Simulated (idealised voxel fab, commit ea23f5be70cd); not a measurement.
The name of this process module is voxel wiring stack.
cross-section cut | 290 nm wide | cells 5 nm
Bands, listed from the top down, are how a cross-section gets written in this document; the cross-section itself is a grid of square cells, and a band is one or more rows of them. A band entry consists of two parts. The first gives the height of the band's top and the height of its bottom, in nm. The rest lists the band's materials from left to right, each with its width in nm. A single material labelled with the word "full width" fills the band from edge to edge, and the word "empty" marks empty space. Where do heights start? At 0: under that level the wafer as delivered is made of one material only. And the lowest band has no floor; it just carries on downward, as in "from 0 down". A two-number width, for instance "30..40", indicates that the width is equal to the first number in the top row of the band and to the second number in the bottom row, and that it changes by a constant amount per row of cells. Basically "no modification" means that step didn't change any cell in the cross-section. What "Entrapped void list" gives you is every empty space of 8 cells or more that is cut off from the top. Each appears as width x height at distance, with the distance taken from the left edge and width, height and distance all in nm. Post-settings text on a step line: simulator's own remark regarding the step. Steps that use a mask can have "overlay nm" on their line. It says how far the mask sat to the right of where it was meant to be. Negative means to the left.

**These are the steps we planned for the process**
1,op RECEIVE | material Si
2,op CONFORMAL_DEP | material SiO2 | thk nm 15
3,op DIRECTIONAL_DEP | material TiN | thk nm 5
4,op DIRECTIONAL_DEP | material W | thk nm 20
5,op DIRECTIONAL_DEP | material aC | thk nm 10
6,op PATTERN | tone cover | mask id METAL_1 | material resist | width nm 25 | pitch nm 45 | thk nm 30 | overlay nm 0
7,op DIRECTIONAL_ETCH | etch materials aC | depth nm 10
8,op STRIP | etch materials resist
9,op DIRECTIONAL_ETCH | etch materials W | depth nm 20
10,op DIRECTIONAL_ETCH | etch materials TiN | depth nm 5
11,op STRIP | etch materials aC
12,op CONFORMAL_DEP | material SiN | thk nm 5
13,op FILL_DEP | material lowk | thk nm 10
14,op CMP | height nm 40
15,op CONFORMAL_DEP | material SiCN | thk nm 5
16,op DIRECTIONAL_DEP | material SiO2 | thk nm 20
17,op DIRECTIONAL_DEP | material aC | thk nm 10
18,op PATTERN | tone open | mask id PLUG_1 | material resist | width nm 15 | pitch nm 45 | thk nm 25 | overlay nm 0
19,op DIRECTIONAL_ETCH | etch materials aC | depth nm 10
20,op STRIP | etch materials resist
21,op DIRECTIONAL_ETCH | etch materials SiO2 | depth nm 20
22,op DIRECTIONAL_ETCH | etch materials SiCN | depth nm 5
23,op STRIP | etch materials aC
24,op CONFORMAL_DEP | material TiN | thk nm 5
25,op FILL_DEP | material Cu | thk nm 5
26,op CMP | height nm 65
27,op DIRECTIONAL_DEP | material TiN | thk nm 5
28,op DIRECTIONAL_DEP | material W | thk nm 15
29,op DIRECTIONAL_DEP | material aC | thk nm 10
30,op PATTERN | tone cover | mask id METAL_2 | material resist | width nm 25 | pitch nm 45 | thk nm 30 | overlay nm 0
31,op DIRECTIONAL_ETCH | etch materials aC | depth nm 10
32,op STRIP | etch materials resist
33,op DIRECTIONAL_ETCH | etch materials W | depth nm 15
34,op DIRECTIONAL_ETCH | etch materials TiN | depth nm 5
35,op STRIP | etch materials aC
36,op CONFORMAL_DEP | material SiCN | thk nm 5
37,op FILL_DEP | material SiO2 | thk nm 10
38,op CMP | height nm 85
39,op CONFORMAL_DEP | material SiCN | thk nm 5
40,op DIRECTIONAL_DEP | material lowk | thk nm 10
41,op MASKED_ETCH | tone open | mask id PLUG_2 | width nm 15 | pitch nm 45 | etch materials lowk | depth nm 10 | overlay nm 0
42,op MASKED_ETCH | tone open | mask id PLUG_2 | width nm 15 | pitch nm 45 | etch materials SiCN | depth nm 5 | overlay nm 0
43,op CONFORMAL_DEP | material TiN | thk nm 5
44,op FILL_DEP | material W | thk nm 10
45,op CMP | height nm 100
46,op CONFORMAL_DEP | material SiN | thk nm 5
47,op DIRECTIONAL_DEP | material SiO2 | thk nm 20
48,op PATTERN | tone open | mask id METAL_3 | material resist | width nm 25 | pitch nm 45 | thk nm 20 | overlay nm 0
49,op DIRECTIONAL_ETCH | etch materials SiO2 | depth nm 20
50,op DIRECTIONAL_ETCH | etch materials SiN | depth nm 5
51,op STRIP | etch materials resist
52,op CONFORMAL_DEP | material TiN | thk nm 5
53,op FILL_DEP | material Ru | thk nm 10
54,op CMP | height nm 125
55,op CONFORMAL_DEP | material SiN | thk nm 5

**Delivered wafer in cross-section: state after step 1**
from 0 down = Si full width
Entrapped void list: none

**First of two wafers: cross-section at end of module, run per plan**
from 130 to 125 = SiN full width
from 125 to 105 = SiO2 (85), TiN (5), Ru (15), TiN (5), SiO2 (20), TiN (5), Ru (15), TiN (5), SiO2 (20), TiN (5), Ru (15), TiN (5), SiO2 (90)
from 105 to 100 = SiN (85), TiN (25), SiN (20), TiN (25), SiN (20), TiN (25), SiN (90)
from 100 to 90 = lowk (85), TiN (5), W (5), TiN (5), lowk (30), TiN (5), W (5), TiN (5), lowk (30), TiN (5), W (5), TiN (5), lowk (100)
from 90 to 85 = SiCN (85), TiN (15), SiCN (30), TiN (15), SiCN (30), TiN (15), SiCN (100)
from 85 to 70 = SiO2 (80), SiCN (5), W (25), SiCN (5), SiO2 (10), SiCN (5), W (25), SiCN (5), SiO2 (10), SiCN (5), W (25), SiCN (5), SiO2 (85)
from 70 to 65 = SiCN (85), TiN (25), SiCN (20), TiN (25), SiCN (20), TiN (25), SiCN (90)
from 65 to 45 = SiO2 (85), TiN (5), Cu (5), TiN (5), SiO2 (30), TiN (5), Cu (5), TiN (5), SiO2 (30), TiN (5), Cu (5), TiN (5), SiO2 (100)
from 45 to 40 = SiCN (85), TiN (15), SiCN (30), TiN (15), SiCN (30), TiN (15), SiCN (100)
from 40 to 20 = lowk (80), SiN (5), W (25), SiN (5), lowk (10), SiN (5), W (25), SiN (5), lowk (10), SiN (5), W (25), SiN (5), lowk (85)
from 20 to 15 = SiN (85), TiN (25), SiN (20), TiN (25), SiN (20), TiN (25), SiN (90)
from 15 to 0 = SiO2 full width
from 0 down = Si full width
Entrapped void list: none

**Here's the second of our two wafers sectioned at module end. Same start as the first, same plan, but one mistake got made running it**
from 130 to 125 = SiN full width
from 125 to 110 = SiO2 (85), TiN (5), Ru (15), TiN (5), SiO2 (20), TiN (5), Ru (15), TiN (5), SiO2 (20), TiN (5), Ru (15), TiN (5), SiO2 (90)
from 110 to 105 = SiO2 (85), TiN (25), SiO2 (20), TiN (25), SiO2 (20), TiN (25), SiO2 (90)
from 105 to 100 = TiN full width
from 100 to 90 = lowk (85), TiN (5), W (5), TiN (5), lowk (30), TiN (5), W (5), TiN (5), lowk (30), TiN (5), W (5), TiN (5), lowk (100)
from 90 to 85 = SiCN (85), TiN (15), SiCN (30), TiN (15), SiCN (30), TiN (15), SiCN (100)
from 85 to 70 = SiO2 (80), SiCN (5), W (25), SiCN (5), SiO2 (10), SiCN (5), W (25), SiCN (5), SiO2 (10), SiCN (5), W (25), SiCN (5), SiO2 (85)
from 70 to 65 = SiCN (85), TiN (25), SiCN (20), TiN (25), SiCN (20), TiN (25), SiCN (90)
from 65 to 45 = SiO2 (85), TiN (5), Cu (5), TiN (5), SiO2 (30), TiN (5), Cu (5), TiN (5), SiO2 (30), TiN (5), Cu (5), TiN (5), SiO2 (100)
from 45 to 40 = SiCN (85), TiN (15), SiCN (30), TiN (15), SiCN (30), TiN (15), SiCN (100)
from 40 to 20 = lowk (80), SiN (5), W (25), SiN (5), lowk (10), SiN (5), W (25), SiN (5), lowk (10), SiN (5), W (25), SiN (5), lowk (85)
from 20 to 15 = SiN (85), TiN (25), SiN (20), TiN (25), SiN (20), TiN (25), SiN (90)
from 15 to 0 = SiO2 full width
from 0 down = Si full width
Entrapped void list: none
The plan and the run diverged here: step 46 changed vs plan, executed as op CONFORMAL_DEP | material TiN | thk nm 5
It is noted that, at the conclusion of processing, the second wafer exhibits a higher or lower cell count for certain materials relative to the first: Ru -9 | SiN -43 | TiN +52
